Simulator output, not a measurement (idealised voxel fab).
The following process module bears the name voxel air gaps.
Cross-section cut spans 210 nm and uses square cells 5 nm in size.
Cross-section layout: square cells on a grid; listed as bands, top to bottom; a band spans one or more cell rows.
Band: top height; bottom height; in nm. Then, left to right: material with width in nm, for each material. "all across": a single material spanning edge to edge. "empty": empty space.
Note: height 0 marks the level under which the wafer is uniformly one material as received. Lowest band unbounded below, written "0 -> down".
Read "30->40" as a graded width: first number on top, second number at the bottom, same change between each pair of neighbouring rows.
"no change" -> step changed no cross-section cell.
This entry, "Completely enclosed voids", enumerates those empty regions of no fewer than 8 cells that possess no open connection to the top. Each region is reported in the form width x height at distance, the distance being taken from the left edge, with all three quantities expressed in nm.
Where a step's line continues beyond its settings, the continuation is a remark by the simulator itself on that step.
A step's line can hold "overlay nm"; with a mask on that step, the setting says how far right of the planned place the mask lay, while a negative setting says it lay to the left.
Layout of what follows: cross-section pairs, each bracketing one process step, the after cross-section shown only to the lowest band that changed, the step between and its settings noted under each pair. Pairs may originate in different runs of this module on the same starting wafer; a pair continues from the pair above only where its entry headed "Structure before processing" says so.

Structure before processing
- 0 -> down: Si all across
- Completely enclosed voids: none

Sectional View, Post-Process
- 10 -> 0: SiO2 all across
- Everything below 0 is unchanged.
- Completely enclosed voids: none
Quick note on the step between the two cross-sections above: CONFORMAL_DEP [material SiO2] [thk nm 10]

Structure before processing: The pre-step condition corresponds to the post-step cross-section depicted in the pair directly above.

Sectional View, Post-Process
- 15 -> 10: SiCN all across
- Everything below 10 is unchanged.
- Completely enclosed voids: none
Quick note on the step between the two cross-sections above: CONFORMAL_DEP [material SiCN] [thk nm 5]

Structure before processing: The pre-step condition corresponds to the post-step cross-section depicted in the pair directly above.

Sectional View, Post-Process
- 50 -> 15: SiO2 all across
- Everything below 15 is unchanged.
- Completely enclosed voids: none
Quick note on the step between the two cross-sections above: DIRECTIONAL_DEP [material SiO2] [thk nm 35]

Structure before processing: The pre-step condition corresponds to the post-step cross-section depicted in the pair directly above.

Sectional View, Post-Process
- 65 -> 50: resist 55, then empty 15, then resist 25, then empty 15, then resist 25, then empty 15, then resist 60
- Everything below 50 is unchanged.
- Completely enclosed voids: none
Quick note on the step between the two cross-sections above: PATTERN [tone open] [mask id LINES] [material resist] [width nm 15] [pitch nm 40] [thk nm 15] [overlay nm 0]

Structure before processing: The pre-step condition corresponds to the post-step cross-section depicted in the pair directly above.

Sectional View, Post-Process
- 65 -> 50: resist 55, then empty 15, then resist 25, then empty 15, then resist 25, then empty 15, then resist 60
- 50 -> 15: SiO2 55, then empty 15, then SiO2 25, then empty 15, then SiO2 25, then empty 15, then SiO2 60
- Everything below 15 is unchanged.
- Completely enclosed voids: none
Quick note on the step between the two cross-sections above: DIRECTIONAL_ETCH [etch materials SiO2] [depth nm 35]

Structure before processing: The pre-step condition corresponds to the post-step cross-section depicted in the pair directly above.

Sectional View, Post-Process
- 50 -> 15: SiO2 55, then empty 15, then SiO2 25, then empty 15, then SiO2 25, then empty 15, then SiO2 60
- Everything below 15 is unchanged.
- Completely enclosed voids: none
Quick note on the step between the two cross-sections above: STRIP [etch materials resist]

Structure before processing: The pre-step condition corresponds to the post-step cross-section depicted in the pair directly above.

Sectional View, Post-Process
- 55 -> 50: TiN 60, then empty 5, then TiN 35, then empty 5, then TiN 35, then empty 5, then TiN 65
- 50 -> 20: SiO2 55, then TiN 5, then empty 5, then TiN 5, then SiO2 25, then TiN 5, then empty 5, then TiN 5, then SiO2 25, then TiN 5, then empty 5, then TiN 5, then SiO2 60
- 20 -> 15: SiO2 55, then TiN 15, then SiO2 25, then TiN 15, then SiO2 25, then TiN 15, then SiO2 60
- Everything below 15 is unchanged.
- Completely enclosed voids: none
Quick note on the step between the two cross-sections above: CONFORMAL_DEP [material TiN] [thk nm 5]

Structure before processing: The pre-step condition corresponds to the post-step cross-section depicted in the pair directly above.

Sectional View, Post-Process
- 65 -> 55: Cu all across
- 55 -> 50: TiN 60, then Cu 5, then TiN 35, then Cu 5, then TiN 35, then Cu 5, then TiN 65
- 50 -> 20: SiO2 55, then TiN 5, then Cu 5, then TiN 5, then SiO2 25, then TiN 5, then Cu 5, then TiN 5, then SiO2 25, then TiN 5, then Cu 5, then TiN 5, then SiO2 60
- Everything below 20 is unchanged.
- Completely enclosed voids: none
Quick note on the step between the two cross-sections above: FILL_DEP [material Cu] [thk nm 10]

Structure before processing: The pre-step condition corresponds to the post-step cross-section depicted in the pair directly above.

Sectional View, Post-Process
- 50 -> 20: SiO2 55, then TiN 5, then Cu 5, then TiN 5, then SiO2 25, then TiN 5, then Cu 5, then TiN 5, then SiO2 25, then TiN 5, then Cu 5, then TiN 5, then SiO2 60
- Everything below 20 is unchanged.
- Completely enclosed voids: none
Quick note on the step between the two cross-sections above: CMP [height nm 50]

Structure before processing: The pre-step condition corresponds to the post-step cross-section depicted in the pair directly above.

Sectional View, Post-Process
- 60 -> 50: empty 45, then Ru 35, then empty 5, then Ru 35, then empty 5, then Ru 35, then empty 50
- Everything below 50 is unchanged.
- Completely enclosed voids: none
Quick note on the step between the two cross-sections above: EPI [material Ru] [thk nm 10]

Structure before processing: The pre-step condition corresponds to the post-step cross-section depicted in the pair directly above.

Sectional View, Post-Process
- 60 -> 50: empty 45, then Ru 35, then empty 5, then Ru 35, then empty 5, then Ru 35, then empty 50
- 50 -> 20: empty 55, then TiN 5, then Cu 5, then TiN 5, then empty 25, then TiN 5, then Cu 5, then TiN 5, then empty 25, then TiN 5, then Cu 5, then TiN 5, then empty 60
- 20 -> 15: empty 55, then TiN 15, then empty 25, then TiN 15, then empty 25, then TiN 15, then empty 60
- Everything below 15 is unchanged.
- Completely enclosed voids: none
Quick note on the step between the two cross-sections above: SELECTIVE_ETCH [etch materials SiO2] [depth nm 45]

Structure before processing: The pre-step condition corresponds to the post-step cross-section depicted in the pair directly above.

Sectional View, Post-Process
- 65 -> 60: empty 40, then SiCN 125, then empty 45
- 60 -> 50: empty 40, then SiCN 5, then Ru 35, then SiCN 5, then Ru 35, then SiCN 5, then Ru 35, then SiCN 5, then empty 45
- 50 -> 45: empty 40, then SiCN 15, then TiN 5, then Cu 5, then TiN 5, then SiCN 25, then TiN 5, then Cu 5, then TiN 5, then SiCN 25, then TiN 5, then Cu 5, then TiN 5, then SiCN 15, then empty 45
- 45 -> 20: empty 50, then SiCN 5, then TiN 5, then Cu 5, then TiN 5, then SiCN 5, then empty 15, then SiCN 5, then TiN 5, then Cu 5, then TiN 5, then SiCN 5, then empty 15, then SiCN 5, then TiN 5, then Cu 5, then TiN 5, then SiCN 5, then empty 55
- 20 -> 15: SiCN 55, then TiN 15, then SiCN 25, then TiN 15, then SiCN 25, then TiN 15, then SiCN 60
- Everything below 15 is unchanged.
- Completely enclosed voids: 15 x 25 at 75; 15 x 25 at 115
Quick note on the step between the two cross-sections above: CONFORMAL_DEP [material SiCN] [thk nm 5]

Structure before processing
- 10 -> 0: SiO2 all across
- 0 -> down: Si all across
- Completely enclosed voids: none

Sectional View, Post-Process
- 45 -> 0: SiO2 all across
- Everything below 0 is unchanged.
- Completely enclosed voids: none
Quick note on the step between the two cross-sections above: DIRECTIONAL_DEP [material SiO2] [thk nm 35]

Structure before processing: The pre-step condition corresponds to the post-step cross-section depicted in the pair directly above.

Sectional View, Post-Process
- 60 -> 45: resist 55, then empty 15, then resist 25, then empty 15, then resist 25, then empty 15, then resist 60
- Everything below 45 is unchanged.
- Completely enclosed voids: none
Quick note on the step between the two cross-sections above: PATTERN [tone open] [mask id LINES] [material resist] [width nm 15] [pitch nm 40] [thk nm 15] [overlay nm 0]

Structure before processing: The pre-step condition corresponds to the post-step cross-section depicted in the pair directly above.

Sectional View, Post-Process
- 60 -> 45: resist 55, then empty 15, then resist 25, then empty 15, then resist 25, then empty 15, then resist 60
- 45 -> 10: SiO2 55, then empty 15, then SiO2 25, then empty 15, then SiO2 25, then empty 15, then SiO2 60
- Everything below 10 is unchanged.
- Completely enclosed voids: none
Quick note on the step between the two cross-sections above: DIRECTIONAL_ETCH [etch materials SiO2] [depth nm 35]

Structure before processing: The pre-step condition corresponds to the post-step cross-section depicted in the pair directly above.

Sectional View, Post-Process
- 45 -> 10: SiO2 55, then empty 15, then SiO2 25, then empty 15, then SiO2 25, then empty 15, then SiO2 60
- Everything below 10 is unchanged.
- Completely enclosed voids: none
Quick note on the step between the two cross-sections above: STRIP [etch materials resist]

Structure before processing: The pre-step condition corresponds to the post-step cross-section depicted in the pair directly above.

Sectional View, Post-Process
- 50 -> 45: TiN 60, then empty 5, then TiN 35, then empty 5, then TiN 35, then empty 5, then TiN 65
- 45 -> 15: SiO2 55, then TiN 5, then empty 5, then TiN 5, then SiO2 25, then TiN 5, then empty 5, then TiN 5, then SiO2 25, then TiN 5, then empty 5, then TiN 5, then SiO2 60
- 15 -> 10: SiO2 55, then TiN 15, then SiO2 25, then TiN 15, then SiO2 25, then TiN 15, then SiO2 60
- Everything below 10 is unchanged.
- Completely enclosed voids: none
Quick note on the step between the two cross-sections above: CONFORMAL_DEP [material TiN] [thk nm 5]

Structure before processing: The pre-step condition corresponds to the post-step cross-section depicted in the pair directly above.

Sectional View, Post-Process
- 60 -> 50: Cu all across
- 50 -> 45: TiN 60, then Cu 5, then TiN 35, then Cu 5, then TiN 35, then Cu 5, then TiN 65
- 45 -> 15: SiO2 55, then TiN 5, then Cu 5, then TiN 5, then SiO2 25, then TiN 5, then Cu 5, then TiN 5, then SiO2 25, then TiN 5, then Cu 5, then TiN 5, then SiO2 60
- Everything below 15 is unchanged.
- Completely enclosed voids: none
Quick note on the step between the two cross-sections above: FILL_DEP [material Cu] [thk nm 10]

Structure before processing: The pre-step condition corresponds to the post-step cross-section depicted in the pair directly above.

Sectional View, Post-Process
- 50 -> 45: TiN 60, then Cu 5, then TiN 35, then Cu 5, then TiN 35, then Cu 5, then TiN 65
- Everything below 45 is unchanged.
- Completely enclosed voids: none
Quick note on the step between the two cross-sections above: CMP [height nm 50]

Structure before processing: The pre-step condition corresponds to the post-step cross-section depicted in the pair directly above.

Sectional View, Post-Process
- 60 -> 50: Ru all across
- Everything below 50 is unchanged.
- Completely enclosed voids: none
Quick note on the step between the two cross-sections above: EPI [material Ru] [thk nm 10]

Structure before processing: The pre-step condition corresponds to the post-step cross-section depicted in the pair directly above.

Sectional View, Post-Process
- 65 -> 60: SiCN all across
- Everything below 60 is unchanged.
- Completely enclosed voids: none
Quick note on the step between the two cross-sections above: CONFORMAL_DEP [material SiCN] [thk nm 5]

Structure before processing
- 60 -> 50: empty 45, then Ru 35, then empty 5, then Ru 35, then empty 5, then Ru 35, then empty 50
- 50 -> 20: SiO2 55, then TiN 5, then Cu 5, then TiN 5, then SiO2 25, then TiN 5, then Cu 5, then TiN 5, then SiO2 25, then TiN 5, then Cu 5, then TiN 5, then SiO2 60
- 20 -> 15: SiO2 55, then TiN 15, then SiO2 25, then TiN 15, then SiO2 25, then TiN 15, then SiO2 60
- 15 -> 10: SiCN all across
- 10 -> 0: SiO2 all across
- 0 -> down: Si all across
- Completely enclosed voids: none

Sectional View, Post-Process
- 70 -> 50: empty 35, then Ru 135, then empty 40
- Everything below 50 is unchanged.
- Completely enclosed voids: none
Quick note on the step between the two cross-sections above: EPI [material Ru] [thk nm 10]

Structure before processing: The pre-step condition corresponds to the post-step cross-section depicted in the pair directly above.

Sectional View, Post-Process
- 70 -> 50: empty 35, then Ru 135, then empty 40
- 50 -> 20: empty 55, then TiN 5, then Cu 5, then TiN 5, then SiO2 25, then TiN 5, then Cu 5, then TiN 5, then SiO2 25, then TiN 5, then Cu 5, then TiN 5, then empty 60
- 20 -> 15: empty 55, then TiN 15, then SiO2 25, then TiN 15, then SiO2 25, then TiN 15, then empty 60
- Everything below 15 is unchanged.
- Completely enclosed voids: none
Quick note on the step between the two cross-sections above: SELECTIVE_ETCH [etch materials SiO2] [depth nm 45]

Structure before processing: The pre-step condition corresponds to the post-step cross-section depicted in the pair directly above.

Sectional View, Post-Process
- 75 -> 70: empty 30, then SiCN 145, then empty 35
- 70 -> 50: empty 30, then SiCN 5, then Ru 135, then SiCN 5, then empty 35
- 50 -> 45: empty 30, then SiCN 25, then TiN 5, then Cu 5, then TiN 5, then SiO2 25, then TiN 5, then Cu 5, then TiN 5, then SiO2 25, then TiN 5, then Cu 5, then TiN 5, then SiCN 25, then empty 35
- 45 -> 20: empty 50, then SiCN 5, then TiN 5, then Cu 5, then TiN 5, then SiO2 25, then TiN 5, then Cu 5, then TiN 5, then SiO2 25, then TiN 5, then Cu 5, then TiN 5, then SiCN 5, then empty 55
- 20 -> 15: SiCN 55, then TiN 15, then SiO2 25, then TiN 15, then SiO2 25, then TiN 15, then SiCN 60
- Everything below 15 is unchanged.
- Completely enclosed voids: none
Quick note on the step between the two cross-sections above: CONFORMAL_DEP [material SiCN] [thk nm 5]

Structure before processing
- 50 -> 20: SiO2 55, then TiN 5, then Cu 5, then TiN 5, then SiO2 25, then TiN 5, then Cu 5, then TiN 5, then SiO2 25, then TiN 5, then Cu 5, then TiN 5, then SiO2 60
- 20 -> 15: SiO2 55, then TiN 15, then SiO2 25, then TiN 15, then SiO2 25, then TiN 15, then SiO2 60
- 15 -> 10: SiCN all across
- 10 -> 0: SiO2 all across
- 0 -> down: Si all across
- Completely enclosed voids: none

Sectional View, Post-Process
- 50 -> 20: empty 55, then TiN 5, then Cu 5, then TiN 5, then empty 25, then TiN 5, then Cu 5, then TiN 5, then empty 25, then TiN 5, then Cu 5, then TiN 5, then empty 60
- 20 -> 15: empty 55, then TiN 15, then empty 25, then TiN 15, then empty 25, then TiN 15, then empty 60
- Everything below 15 is unchanged.
- Completely enclosed voids: none
Quick note on the step between the two cross-sections above: SELECTIVE_ETCH [etch materials SiO2] [depth nm 45]

Structure before processing: The pre-step condition corresponds to the post-step cross-section depicted in the pair directly above.

Sectional View, Post-Process
- 60 -> 50: empty 45, then Ru 35, then empty 5, then Ru 35, then empty 5, then Ru 35, then empty 50
- 50 -> 20: empty 45, then Ru 10, then TiN 5, then Cu 5, then TiN 5, then Ru 10, then empty 5, then Ru 10, then TiN 5, then Cu 5, then TiN 5, then Ru 10, then empty 5, then Ru 10, then TiN 5, then Cu 5, then TiN 5, then Ru 10, then empty 50
- 20 -> 15: empty 45, then Ru 10, then TiN 15, then Ru 10, then empty 5, then Ru 10, then TiN 15, then Ru 10, then empty 5, then Ru 10, then TiN 15, then Ru 10, then empty 50
- Everything below 15 is unchanged.
- Completely enclosed voids: none
Quick note on the step between the two cross-sections above: EPI [material Ru] [thk nm 10]

Structure before processing: The pre-step condition corresponds to the post-step cross-section depicted in the pair directly above.

Sectional View, Post-Process
- 65 -> 60: empty 40, then SiCN 125, then empty 45
- 60 -> 50: empty 40, then SiCN 5, then Ru 35, then SiCN 5, then Ru 35, then SiCN 5, then Ru 35, then SiCN 5, then empty 45
- 50 -> 20: empty 40, then SiCN 5, then Ru 10, then TiN 5, then Cu 5, then TiN 5, then Ru 10, then SiCN 5, then Ru 10, then TiN 5, then Cu 5, then TiN 5, then Ru 10, then SiCN 5, then Ru 10, then TiN 5, then Cu 5, then TiN 5, then Ru 10, then SiCN 5, then empty 45
- 20 -> 15: SiCN 45, then Ru 10, then TiN 15, then Ru 10, then SiCN 5, then Ru 10, then TiN 15, then Ru 10, then SiCN 5, then Ru 10, then TiN 15, then Ru 10, then SiCN 50
- Everything below 15 is unchanged.
- Completely enclosed voids: none
Quick note on the step between the two cross-sections above: CONFORMAL_DEP [material SiCN] [thk nm 5]

Structure before processing
- 50 -> 20: SiO2 55, then TiN 5, then Cu 5, then TiN 5, then SiO2 25, then TiN 5, then Cu 5, then TiN 5, then SiO2 25, then TiN 5, then Cu 5, then TiN 5, then SiO2 60
- 20 -> 15: SiO2 55, then TiN 15, then SiO2 25, then TiN 15, then SiO2 25, then TiN 15, then SiO2 60
- 15 -> 10: SiCN all across
- 10 -> 0: SiO2 all across
- 0 -> down: Si all across
- Completely enclosed voids: none

Sectional View, Post-Process
- 55 -> 50: empty 50, then Ru 25, then empty 15, then Ru 25, then empty 15, then Ru 25, then empty 55
- Everything below 50 is unchanged.
- Completely enclosed voids: none
Quick note on the step between the two cross-sections above: EPI [material Ru] [thk nm 5]

Structure before processing: The pre-step condition corresponds to the post-step cross-section depicted in the pair directly above.

Sectional View, Post-Process
- 55 -> 50: empty 50, then Ru 25, then empty 15, then Ru 25, then empty 15, then Ru 25, then empty 55
- 50 -> 20: empty 55, then TiN 5, then Cu 5, then TiN 5, then empty 25, then TiN 5, then Cu 5, then TiN 5, then empty 25, then TiN 5, then Cu 5, then TiN 5, then empty 60
- 20 -> 15: empty 55, then TiN 15, then empty 25, then TiN 15, then empty 25, then TiN 15, then empty 60
- Everything below 15 is unchanged.
- Completely enclosed voids: none
Quick note on the step between the two cross-sections above: SELECTIVE_ETCH [etch materials SiO2] [depth nm 45]

Structure before processing: The pre-step condition corresponds to the post-step cross-section depicted in the pair directly above.

Sectional View, Post-Process
- 60 -> 55: empty 45, then SiCN 35, then empty 5, then SiCN 35, then empty 5, then SiCN 35, then empty 50
- 55 -> 50: empty 45, then SiCN 5, then Ru 25, then SiCN 5, then empty 5, then SiCN 5, then Ru 25, then SiCN 5, then empty 5, then SiCN 5, then Ru 25, then SiCN 5, then empty 50
- 50 -> 45: empty 45, then SiCN 10, then TiN 5, then Cu 5, then TiN 5, then SiCN 10, then empty 5, then SiCN 10, then TiN 5, then Cu 5, then TiN 5, then SiCN 10, then empty 5, then SiCN 10, then TiN 5, then Cu 5, then TiN 5, then SiCN 10, then empty 50
- 45 -> 20: empty 50, then SiCN 5, then TiN 5, then Cu 5, then TiN 5, then SiCN 5, then empty 15, then SiCN 5, then TiN 5, then Cu 5, then TiN 5, then SiCN 5, then empty 15, then SiCN 5, then TiN 5, then Cu 5, then TiN 5, then SiCN 5, then empty 55
- 20 -> 15: SiCN 55, then TiN 15, then SiCN 25, then TiN 15, then SiCN 25, then TiN 15, then SiCN 60
- Everything below 15 is unchanged.
- Completely enclosed voids: none
Quick note on the step between the two cross-sections above: CONFORMAL_DEP [material SiCN] [thk nm 5]

Structure before processing
- 50 -> 15: SiO2 all across
- 15 -> 10: SiCN all across
- 10 -> 0: SiO2 all across
- 0 -> down: Si all across
- Completely enclosed voids: none

Sectional View, Post-Process
- 65 -> 50: resist 55, then empty 20, then resist 20, then empty 20, then resist 20, then empty 20, then resist 55
- Everything below 50 is unchanged.
- Completely enclosed voids: none
Quick note on the step between the two cross-sections above: PATTERN [tone open] [mask id LINES] [material resist] [width nm 20] [pitch nm 40] [thk nm 15] [overlay nm 0]

Structure before processing: The pre-step condition corresponds to the post-step cross-section depicted in the pair directly above.

Sectional View, Post-Process
- 65 -> 50: resist 55, then empty 20, then resist 20, then empty 20, then resist 20, then empty 20, then resist 55
- 50 -> 15: SiO2 55, then empty 20, then SiO2 20, then empty 20, then SiO2 20, then empty 20, then SiO2 55
- Everything below 15 is unchanged.
- Completely enclosed voids: none
Quick note on the step between the two cross-sections above: DIRECTIONAL_ETCH [etch materials SiO2] [depth nm 35]

Structure before processing: The pre-step condition corresponds to the post-step cross-section depicted in the pair directly above.

Sectional View, Post-Process
- 50 -> 15: SiO2 55, then empty 20, then SiO2 20, then empty 20, then SiO2 20, then empty 20, then SiO2 55
- Everything below 15 is unchanged.
- Completely enclosed voids: none
Quick note on the step between the two cross-sections above: STRIP [etch materials resist]

Structure before processing: The pre-step condition corresponds to the post-step cross-section depicted in the pair directly above.

Sectional View, Post-Process
- 55 -> 50: TiN 60, then empty 10, then TiN 30, then empty 10, then TiN 30, then empty 10, then TiN 60
- 50 -> 20: SiO2 55, then TiN 5, then empty 10, then TiN 5, then SiO2 20, then TiN 5, then empty 10, then TiN 5, then SiO2 20, then TiN 5, then empty 10, then TiN 5, then SiO2 55
- 20 -> 15: SiO2 55, then TiN 20, then SiO2 20, then TiN 20, then SiO2 20, then TiN 20, then SiO2 55
- Everything below 15 is unchanged.
- Completely enclosed voids: none
Quick note on the step between the two cross-sections above: CONFORMAL_DEP [material TiN] [thk nm 5]

Structure before processing: The pre-step condition corresponds to the post-step cross-section depicted in the pair directly above.

Sectional View, Post-Process
- 65 -> 55: Cu all across
- 55 -> 50: TiN 60, then Cu 10, then TiN 30, then Cu 10, then TiN 30, then Cu 10, then TiN 60
- 50 -> 20: SiO2 55, then TiN 5, then Cu 10, then TiN 5, then SiO2 20, then TiN 5, then Cu 10, then TiN 5, then SiO2 20, then TiN 5, then Cu 10, then TiN 5, then SiO2 55
- Everything below 20 is unchanged.
- Completely enclosed voids: none
Quick note on the step between the two cross-sections above: FILL_DEP [material Cu] [thk nm 10]

Structure before processing: The pre-step condition corresponds to the post-step cross-section depicted in the pair directly above.

Sectional View, Post-Process
- 50 -> 20: SiO2 55, then TiN 5, then Cu 10, then TiN 5, then SiO2 20, then TiN 5, then Cu 10, then TiN 5, then SiO2 20, then TiN 5, then Cu 10, then TiN 5, then SiO2 55
- Everything below 20 is unchanged.
- Completely enclosed voids: none
Quick note on the step between the two cross-sections above: CMP [height nm 50]

Structure before processing: The pre-step condition corresponds to the post-step cross-section depicted in the pair directly above.

Sectional View, Post-Process
- 60 -> 50: empty 45, then Ru 120, then empty 45
- Everything below 50 is unchanged.
- Completely enclosed voids: none
Quick note on the step between the two cross-sections above: EPI [material Ru] [thk nm 10]

Structure before processing: The pre-step condition corresponds to the post-step cross-section depicted in the pair directly above.

Sectional View, Post-Process
- 60 -> 50: empty 45, then Ru 120, then empty 45
- 50 -> 20: empty 55, then TiN 5, then Cu 10, then TiN 5, then SiO2 20, then TiN 5, then Cu 10, then TiN 5, then SiO2 20, then TiN 5, then Cu 10, then TiN 5, then empty 55
- 20 -> 15: empty 55, then TiN 20, then SiO2 20, then TiN 20, then SiO2 20, then TiN 20, then empty 55
- Everything below 15 is unchanged.
- Completely enclosed voids: none
Quick note on the step between the two cross-sections above: SELECTIVE_ETCH [etch materials SiO2] [depth nm 45]

Structure before processing: The pre-step condition corresponds to the post-step cross-section depicted in the pair directly above.

Sectional View, Post-Process
- 65 -> 60: empty 40, then SiCN 130, then empty 40
- 60 -> 50: empty 40, then SiCN 5, then Ru 120, then SiCN 5, then empty 40
- 50 -> 45: empty 40, then SiCN 15, then TiN 5, then Cu 10, then TiN 5, then SiO2 20, then TiN 5, then Cu 10, then TiN 5, then SiO2 20, then TiN 5, then Cu 10, then TiN 5, then SiCN 15, then empty 40
- 45 -> 20: empty 50, then SiCN 5, then TiN 5, then Cu 10, then TiN 5, then SiO2 20, then TiN 5, then Cu 10, then TiN 5, then SiO2 20, then TiN 5, then Cu 10, then TiN 5, then SiCN 5, then empty 50
- 20 -> 15: SiCN 55, then TiN 20, then SiO2 20, then TiN 20, then SiO2 20, then TiN 20, then SiCN 55
- Everything below 15 is unchanged.
- Completely enclosed voids: none
Quick note on the step between the two cross-sections above: CONFORMAL_DEP [material SiCN] [thk nm 5]

Structure before processing
- 50 -> 15: SiO2 all across
- 15 -> 10: SiCN all across
- 10 -> 0: SiO2 all across
- 0 -> down: Si all across
- Completely enclosed voids: none

Sectional View, Post-Process
- 65 -> 50: resist 45, then empty 15, then resist 25, then empty 15, then resist 25, then empty 15, then resist 70
- Everything below 50 is unchanged.
- Completely enclosed voids: none
Quick note on the step between the two cross-sections above: PATTERN [tone open] [mask id LINES] [material resist] [width nm 15] [pitch nm 40] [thk nm 15] [overlay nm -10]

Structure before processing: The pre-step condition corresponds to the post-step cross-section depicted in the pair directly above.

Sectional View, Post-Process
- 65 -> 50: resist 45, then empty 15, then resist 25, then empty 15, then resist 25, then empty 15, then resist 70
- 50 -> 15: SiO2 45, then empty 15, then SiO2 25, then empty 15, then SiO2 25, then empty 15, then SiO2 70
- Everything below 15 is unchanged.
- Completely enclosed voids: none
Quick note on the step between the two cross-sections above: DIRECTIONAL_ETCH [etch materials SiO2] [depth nm 35]

Structure before processing: The pre-step condition corresponds to the post-step cross-section depicted in the pair directly above.

Sectional View, Post-Process
- 50 -> 15: SiO2 45, then empty 15, then SiO2 25, then empty 15, then SiO2 25, then empty 15, then SiO2 70
- Everything below 15 is unchanged.
- Completely enclosed voids: none
Quick note on the step between the two cross-sections above: STRIP [etch materials resist]

Structure before processing: The pre-step condition corresponds to the post-step cross-section depicted in the pair directly above.

Sectional View, Post-Process
- 55 -> 50: TiN 50, then empty 5, then TiN 35, then empty 5, then TiN 35, then empty 5, then TiN 75
- 50 -> 20: SiO2 45, then TiN 5, then empty 5, then TiN 5, then SiO2 25, then TiN 5, then empty 5, then TiN 5, then SiO2 25, then TiN 5, then empty 5, then TiN 5, then SiO2 70
- 20 -> 15: SiO2 45, then TiN 15, then SiO2 25, then TiN 15, then SiO2 25, then TiN 15, then SiO2 70
- Everything below 15 is unchanged.
- Completely enclosed voids: none
Quick note on the step between the two cross-sections above: CONFORMAL_DEP [material TiN] [thk nm 5]

Structure before processing: The pre-step condition corresponds to the post-step cross-section depicted in the pair directly above.

Sectional View, Post-Process
- 65 -> 55: Cu all across
- 55 -> 50: TiN 50, then Cu 5, then TiN 35, then Cu 5, then TiN 35, then Cu 5, then TiN 75
- 50 -> 20: SiO2 45, then TiN 5, then Cu 5, then TiN 5, then SiO2 25, then TiN 5, then Cu 5, then TiN 5, then SiO2 25, then TiN 5, then Cu 5, then TiN 5, then SiO2 70
- Everything below 20 is unchanged.
- Completely enclosed voids: none
Quick note on the step between the two cross-sections above: FILL_DEP [material Cu] [thk nm 10]

Structure before processing: The pre-step condition corresponds to the post-step cross-section depicted in the pair directly above.

Sectional View, Post-Process
- 50 -> 20: SiO2 45, then TiN 5, then Cu 5, then TiN 5, then SiO2 25, then TiN 5, then Cu 5, then TiN 5, then SiO2 25, then TiN 5, then Cu 5, then TiN 5, then SiO2 70
- Everything below 20 is unchanged.
- Completely enclosed voids: none
Quick note on the step between the two cross-sections above: CMP [height nm 50]

Structure before processing: The pre-step condition corresponds to the post-step cross-section depicted in the pair directly above.

Sectional View, Post-Process
- 60 -> 50: empty 35, then Ru 35, then empty 5, then Ru 35, then empty 5, then Ru 35, then empty 60
- Everything below 50 is unchanged.
- Completely enclosed voids: none
Quick note on the step between the two cross-sections above: EPI [material Ru] [thk nm 10]

Structure before processing: The pre-step condition corresponds to the post-step cross-section depicted in the pair directly above.

Sectional View, Post-Process
- 60 -> 50: empty 35, then Ru 35, then empty 5, then Ru 35, then empty 5, then Ru 35, then empty 60
- 50 -> 20: empty 45, then TiN 5, then Cu 5, then TiN 5, then empty 25, then TiN 5, then Cu 5, then TiN 5, then empty 25, then TiN 5, then Cu 5, then TiN 5, then empty 70
- 20 -> 15: empty 45, then TiN 15, then empty 25, then TiN 15, then empty 25, then TiN 15, then empty 70
- Everything below 15 is unchanged.
- Completely enclosed voids: none
Quick note on the step between the two cross-sections above: SELECTIVE_ETCH [etch materials SiO2] [depth nm 45]

Structure before processing: The pre-step condition corresponds to the post-step cross-section depicted in the pair directly above.

Sectional View, Post-Process
- 65 -> 60: empty 30, then SiCN 125, then empty 55
- 60 -> 50: empty 30, then SiCN 5, then Ru 35, then SiCN 5, then Ru 35, then SiCN 5, then Ru 35, then SiCN 5, then empty 55
- 50 -> 45: empty 30, then SiCN 15, then TiN 5, then Cu 5, then TiN 5, then SiCN 25, then TiN 5, then Cu 5, then TiN 5, then SiCN 25, then TiN 5, then Cu 5, then TiN 5, then SiCN 15, then empty 55
- 45 -> 20: empty 40, then SiCN 5, then TiN 5, then Cu 5, then TiN 5, then SiCN 5, then empty 15, then SiCN 5, then TiN 5, then Cu 5, then TiN 5, then SiCN 5, then empty 15, then SiCN 5, then TiN 5, then Cu 5, then TiN 5, then SiCN 5, then empty 65
- 20 -> 15: SiCN 45, then TiN 15, then SiCN 25, then TiN 15, then SiCN 25, then TiN 15, then SiCN 70
- Everything below 15 is unchanged.
- Completely enclosed voids: 15 x 25 at 65; 15 x 25 at 105
Quick note on the step between the two cross-sections above: CONFORMAL_DEP [material SiCN] [thk nm 5]

Structure before processing
- 55 -> 50: TiN 60, then empty 5, then TiN 35, then empty 5, then TiN 35, then empty 5, then TiN 65
- 50 -> 20: SiO2 55, then TiN 5, then empty 5, then TiN 5, then SiO2 25, then TiN 5, then empty 5, then TiN 5, then SiO2 25, then TiN 5, then empty 5, then TiN 5, then SiO2 60
- 20 -> 15: SiO2 55, then TiN 15, then SiO2 25, then TiN 15, then SiO2 25, then TiN 15, then SiO2 60
- 15 -> 10: SiCN all across
- 10 -> 0: SiO2 all across
- 0 -> down: Si all across
- Completely enclosed voids: none

Sectional View, Post-Process
- 65 -> 55: Ru all across
- 55 -> 50: TiN 60, then Ru 5, then TiN 35, then Ru 5, then TiN 35, then Ru 5, then TiN 65
- 50 -> 20: SiO2 55, then TiN 5, then Ru 5, then TiN 5, then SiO2 25, then TiN 5, then Ru 5, then TiN 5, then SiO2 25, then TiN 5, then Ru 5, then TiN 5, then SiO2 60
- Everything below 20 is unchanged.
- Completely enclosed voids: none
Quick note on the step between the two cross-sections above: FILL_DEP [material Ru] [thk nm 10]

Structure before processing: The pre-step condition corresponds to the post-step cross-section depicted in the pair directly above.

Sectional View, Post-Process
- 50 -> 20: SiO2 55, then TiN 5, then Ru 5, then TiN 5, then SiO2 25, then TiN 5, then Ru 5, then TiN 5, then SiO2 25, then TiN 5, then Ru 5, then TiN 5, then SiO2 60
- Everything below 20 is unchanged.
- Completely enclosed voids: none
Quick note on the step between the two cross-sections above: CMP [height nm 50]

Structure before processing: The pre-step condition corresponds to the post-step cross-section depicted in the pair directly above.

Sectional View, Post-Process
- 60 -> 50: empty 45, then Ru 35, then empty 5, then Ru 35, then empty 5, then Ru 35, then empty 50
- Everything below 50 is unchanged.
- Completely enclosed voids: none
Quick note on the step between the two cross-sections above: EPI [material Ru] [thk nm 10]
